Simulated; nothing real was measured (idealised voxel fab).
Process module in this document: voxel gate over fins
Pictured: cross-section cut, 210 nm wide, on a grid of 5 nm square cells.
A cross-section is written here as square cells arranged in a grid, and it is given in bands from the top down, each band taking up one or more rows of cells. Band: top height; bottom height; in nm. Then, left to right: material with width in nm, for each material. "all across": a single material spanning edge to edge. "air": empty space. Height 0 is the level under which the wafer as received is all one material. The lowest band goes on downwards, as in "from 0 down". With a width like "30..40", each row of cells in the band differs from the next by the same amount, the top row carrying the first number and the bottom row the second. "nothing changed" (step): cross-section cells unchanged, all of them. So "Closed voids list" is basically the list of trapped voids: any empty space of 8 cells or more that can't reach the top through an opening. They're written width x height at distance, the distance being from the left edge, and it's all nm. after a step's settings: what the simulator itself notes on the step. For masked steps, "overlay nm" on the step line gives how far right of plan the mask actually lay; a minus sign means it lay to the left.

Listed below are the process steps as planned:
1: RECEIVE: material Si
2: CONFORMAL_DEP: material SiN, thk nm 10
3: PATTERN: tone cover, mask id FINS, material resist, width nm 15, pitch nm 45, thk nm 15, overlay nm 0
4: DIRECTIONAL_ETCH: etch materials SiN, depth nm 10
5: DIRECTIONAL_ETCH: etch materials Si, depth nm 40
6: STRIP: etch materials resist
7: OXIDIZE: depth nm 5
8: FILL_DEP: material SiO2, thk nm 5
9: CMP: height nm 10
10: SELECTIVE_ETCH: etch materials SiO2, depth nm 20
11: STRIP: etch materials SiN
12: CONFORMAL_DEP: material HfO2, thk nm 5
13: CONFORMAL_DEP: material TiN, thk nm 5
14: FILL_DEP: material W, thk nm 10
15: CMP: height nm 15
16: CONFORMAL_DEP: material SiCN, thk nm 10

The first wafer of two, processed as planned:

Cross-sectional view of the wafer in its as-received condition, corresponding to the state after step 1:
    from 0 down: Si all across
    Closed voids list: none

The wafer, seen in cross-section, after step 2:
    from 10 to 0: SiN all across
    Unchanged below 0.

The wafer, seen in cross-section, after step 3:
    from 25 to 10: air 50 nm  resist 15 nm  air 30 nm  resist 15 nm  air 30 nm  resist 15 nm  air 55 nm
    Unchanged below 10.

The wafer, seen in cross-section, after step 4:
    from 25 to 10: air 50 nm  resist 15 nm  air 30 nm  resist 15 nm  air 30 nm  resist 15 nm  air 55 nm
    from 10 to 0: air 50 nm  SiN 15 nm  air 30 nm  SiN 15 nm  air 30 nm  SiN 15 nm  air 55 nm
    Unchanged below 0.

The wafer, seen in cross-section, after step 5:
    from 25 to 10: air 50 nm  resist 15 nm  air 30 nm  resist 15 nm  air 30 nm  resist 15 nm  air 55 nm
    from 10 to 0: air 50 nm  SiN 15 nm  air 30 nm  SiN 15 nm  air 30 nm  SiN 15 nm  air 55 nm
    from 0 to -40: air 50 nm  Si 15 nm  air 30 nm  Si 15 nm  air 30 nm  Si 15 nm  air 55 nm
    Unchanged below -40.

The wafer, seen in cross-section, after step 6:
    from 10 to 0: air 50 nm  SiN 15 nm  air 30 nm  SiN 15 nm  air 30 nm  SiN 15 nm  air 55 nm
    Unchanged below 0.

The wafer, seen in cross-section, after step 7:
    from 10 to 0: air 50 nm  SiN 15 nm  air 30 nm  SiN 15 nm  air 30 nm  SiN 15 nm  air 55 nm
    from 0 to -40: air 50 nm  SiO2 5 nm  Si 5 nm  SiO2 5 nm  air 30 nm  SiO2 5 nm  Si 5 nm  SiO2 5 nm  air 30 nm  SiO2 5 nm  Si 5 nm  SiO2 5 nm  air 55 nm
    from -40 to -45: SiO2 55 nm  Si 5 nm  SiO2 40 nm  Si 5 nm  SiO2 40 nm  Si 5 nm  SiO2 60 nm
    Unchanged below -45.

The wafer, seen in cross-section, after step 8:
    from 15 to 10: SiO2 all across
    from 10 to 0: SiO2 50 nm  SiN 15 nm  SiO2 30 nm  SiN 15 nm  SiO2 30 nm  SiN 15 nm  SiO2 55 nm
    from 0 to -45: SiO2 55 nm  Si 5 nm  SiO2 40 nm  Si 5 nm  SiO2 40 nm  Si 5 nm  SiO2 60 nm
    Unchanged below -45.

The wafer, seen in cross-section, after step 9:
    from 10 to 0: SiO2 50 nm  SiN 15 nm  SiO2 30 nm  SiN 15 nm  SiO2 30 nm  SiN 15 nm  SiO2 55 nm
    Unchanged below 0.

The wafer, seen in cross-section, after step 10:
    from 10 to 0: air 50 nm  SiN 15 nm  air 30 nm  SiN 15 nm  air 30 nm  SiN 15 nm  air 55 nm
    from 0 to -10: air 55 nm  Si 5 nm  air 40 nm  Si 5 nm  air 40 nm  Si 5 nm  air 60 nm
    Unchanged below -10.

The wafer, seen in cross-section, after step 11:
    from 0 to -10: air 55 nm  Si 5 nm  air 40 nm  Si 5 nm  air 40 nm  Si 5 nm  air 60 nm
    Unchanged below -10.

The wafer, seen in cross-section, after step 12:
    from 5 to 0: air 50 nm  HfO2 15 nm  air 30 nm  HfO2 15 nm  air 30 nm  HfO2 15 nm  air 55 nm
    from 0 to -5: air 50 nm  HfO2 5 nm  Si 5 nm  HfO2 5 nm  air 30 nm  HfO2 5 nm  Si 5 nm  HfO2 5 nm  air 30 nm  HfO2 5 nm  Si 5 nm  HfO2 5 nm  air 55 nm
    from -5 to -10: HfO2 55 nm  Si 5 nm  HfO2 40 nm  Si 5 nm  HfO2 40 nm  Si 5 nm  HfO2 60 nm
    Unchanged below -10.

The wafer, seen in cross-section, after step 13:
    from 10 to 5: air 45 nm  TiN 25 nm  air 20 nm  TiN 25 nm  air 20 nm  TiN 25 nm  air 50 nm
    from 5 to 0: air 45 nm  TiN 5 nm  HfO2 15 nm  TiN 5 nm  air 20 nm  TiN 5 nm  HfO2 15 nm  TiN 5 nm  air 20 nm  TiN 5 nm  HfO2 15 nm  TiN 5 nm  air 50 nm
    from 0 to -5: TiN 50 nm  HfO2 5 nm  Si 5 nm  HfO2 5 nm  TiN 30 nm  HfO2 5 nm  Si 5 nm  HfO2 5 nm  TiN 30 nm  HfO2 5 nm  Si 5 nm  HfO2 5 nm  TiN 55 nm
    Unchanged below -5.

The wafer, seen in cross-section, after step 14:
    from 20 to 10: W all across
    from 10 to 5: W 45 nm  TiN 25 nm  W 20 nm  TiN 25 nm  W 20 nm  TiN 25 nm  W 50 nm
    from 5 to 0: W 45 nm  TiN 5 nm  HfO2 15 nm  TiN 5 nm  W 20 nm  TiN 5 nm  HfO2 15 nm  TiN 5 nm  W 20 nm  TiN 5 nm  HfO2 15 nm  TiN 5 nm  W 50 nm
    Unchanged below 0.

The wafer, seen in cross-section, after step 15:
    from 15 to 10: W all across
    Unchanged below 10.

The wafer, seen in cross-section, after step 16:
    from 25 to 15: SiCN all across
    Unchanged below 15.

The second wafer: identical to the first at the outset and in its planned sequence, differing only in that one mistake was made during processing; up to and including step 2, its path is the first wafer's path:

Look at the second wafer in cross-section at the time step 3 ought to have finished:
    from 25 to 10: air 45 nm  resist 25 nm  air 20 nm  resist 25 nm  air 20 nm  resist 25 nm  air 50 nm
    Unchanged below 10.

Look at the second wafer in cross-section at the time step 4 ought to have finished:
    from 25 to 10: air 45 nm  resist 25 nm  air 20 nm  resist 25 nm  air 20 nm  resist 25 nm  air 50 nm
    from 10 to 0: air 45 nm  SiN 25 nm  air 20 nm  SiN 25 nm  air 20 nm  SiN 25 nm  air 50 nm
    Unchanged below 0.

Look at the second wafer in cross-section at the time step 5 ought to have finished:
    from 25 to 10: air 45 nm  resist 25 nm  air 20 nm  resist 25 nm  air 20 nm  resist 25 nm  air 50 nm
    from 10 to 0: air 45 nm  SiN 25 nm  air 20 nm  SiN 25 nm  air 20 nm  SiN 25 nm  air 50 nm
    from 0 to -40: air 45 nm  Si 25 nm  air 20 nm  Si 25 nm  air 20 nm  Si 25 nm  air 50 nm
    Unchanged below -40.

Look at the second wafer in cross-section at the time step 6 ought to have finished:
    from 10 to 0: air 45 nm  SiN 25 nm  air 20 nm  SiN 25 nm  air 20 nm  SiN 25 nm  air 50 nm
    Unchanged below 0.

Look at the second wafer in cross-section at the time step 7 ought to have finished:
    from 10 to 0: air 45 nm  SiN 25 nm  air 20 nm  SiN 25 nm  air 20 nm  SiN 25 nm  air 50 nm
    from 0 to -40: air 45 nm  SiO2 5 nm  Si 15 nm  SiO2 5 nm  air 20 nm  SiO2 5 nm  Si 15 nm  SiO2 5 nm  air 20 nm  SiO2 5 nm  Si 15 nm  SiO2 5 nm  air 50 nm
    from -40 to -45: SiO2 50 nm  Si 15 nm  SiO2 30 nm  Si 15 nm  SiO2 30 nm  Si 15 nm  SiO2 55 nm
    Unchanged below -45.

Look at the second wafer in cross-section at the time step 8 ought to have finished:
    from 15 to 10: SiO2 all across
    from 10 to 0: SiO2 45 nm  SiN 25 nm  SiO2 20 nm  SiN 25 nm  SiO2 20 nm  SiN 25 nm  SiO2 50 nm
    from 0 to -45: SiO2 50 nm  Si 15 nm  SiO2 30 nm  Si 15 nm  SiO2 30 nm  Si 15 nm  SiO2 55 nm
    Unchanged below -45.

Look at the second wafer in cross-section at the time step 9 ought to have finished:
    from 10 to 0: SiO2 45 nm  SiN 25 nm  SiO2 20 nm  SiN 25 nm  SiO2 20 nm  SiN 25 nm  SiO2 50 nm
    Unchanged below 0.

Look at the second wafer in cross-section at the time step 10 ought to have finished:
    from 10 to 0: air 45 nm  SiN 25 nm  air 20 nm  SiN 25 nm  air 20 nm  SiN 25 nm  air 50 nm
    from 0 to -10: air 50 nm  Si 15 nm  air 30 nm  Si 15 nm  air 30 nm  Si 15 nm  air 55 nm
    Unchanged below -10.

Look at the second wafer in cross-section at the time step 11 ought to have finished:
    from 0 to -10: air 50 nm  Si 15 nm  air 30 nm  Si 15 nm  air 30 nm  Si 15 nm  air 55 nm
    Unchanged below -10.

Look at the second wafer in cross-section at the time step 12 ought to have finished:
    from 5 to 0: air 45 nm  HfO2 25 nm  air 20 nm  HfO2 25 nm  air 20 nm  HfO2 25 nm  air 50 nm
    from 0 to -5: air 45 nm  HfO2 5 nm  Si 15 nm  HfO2 5 nm  air 20 nm  HfO2 5 nm  Si 15 nm  HfO2 5 nm  air 20 nm  HfO2 5 nm  Si 15 nm  HfO2 5 nm  air 50 nm
    from -5 to -10: HfO2 50 nm  Si 15 nm  HfO2 30 nm  Si 15 nm  HfO2 30 nm  Si 15 nm  HfO2 55 nm
    Unchanged below -10.

Look at the second wafer in cross-section at the time step 13 ought to have finished:
    from 10 to 5: air 40 nm  TiN 35 nm  air 10 nm  TiN 35 nm  air 10 nm  TiN 35 nm  air 45 nm
    from 5 to 0: air 40 nm  TiN 5 nm  HfO2 25 nm  TiN 5 nm  air 10 nm  TiN 5 nm  HfO2 25 nm  TiN 5 nm  air 10 nm  TiN 5 nm  HfO2 25 nm  TiN 5 nm  air 45 nm
    from 0 to -5: TiN 45 nm  HfO2 5 nm  Si 15 nm  HfO2 5 nm  TiN 20 nm  HfO2 5 nm  Si 15 nm  HfO2 5 nm  TiN 20 nm  HfO2 5 nm  Si 15 nm  HfO2 5 nm  TiN 50 nm
    Unchanged below -5.

Look at the second wafer in cross-section at the time step 14 ought to have finished:
    from 20 to 10: W all across
    from 10 to 5: W 40 nm  TiN 35 nm  W 10 nm  TiN 35 nm  W 10 nm  TiN 35 nm  W 45 nm
    from 5 to 0: W 40 nm  TiN 5 nm  HfO2 25 nm  TiN 5 nm  W 10 nm  TiN 5 nm  HfO2 25 nm  TiN 5 nm  W 10 nm  TiN 5 nm  HfO2 25 nm  TiN 5 nm  W 45 nm
    Unchanged below 0.

Look at the second wafer in cross-section at the time step 15 ought to have finished:
    from 15 to 10: W all across
    Unchanged below 10.

Look at the second wafer in cross-section at the time step 16 ought to have finished:
    from 25 to 15: SiCN all across
    Unchanged below 15.
Against the plan, the run slipped here: planned and actual differ for step 3; actual: PATTERN: tone cover, mask id FINS, material resist, width nm 25, pitch nm 45, thk nm 15, overlay nm 0
Wrapping up, a cell-based count of both wafers puts the second over or under the first for these materials: Si: 54 more, SiO2: 42 fewer, W: 12 fewer
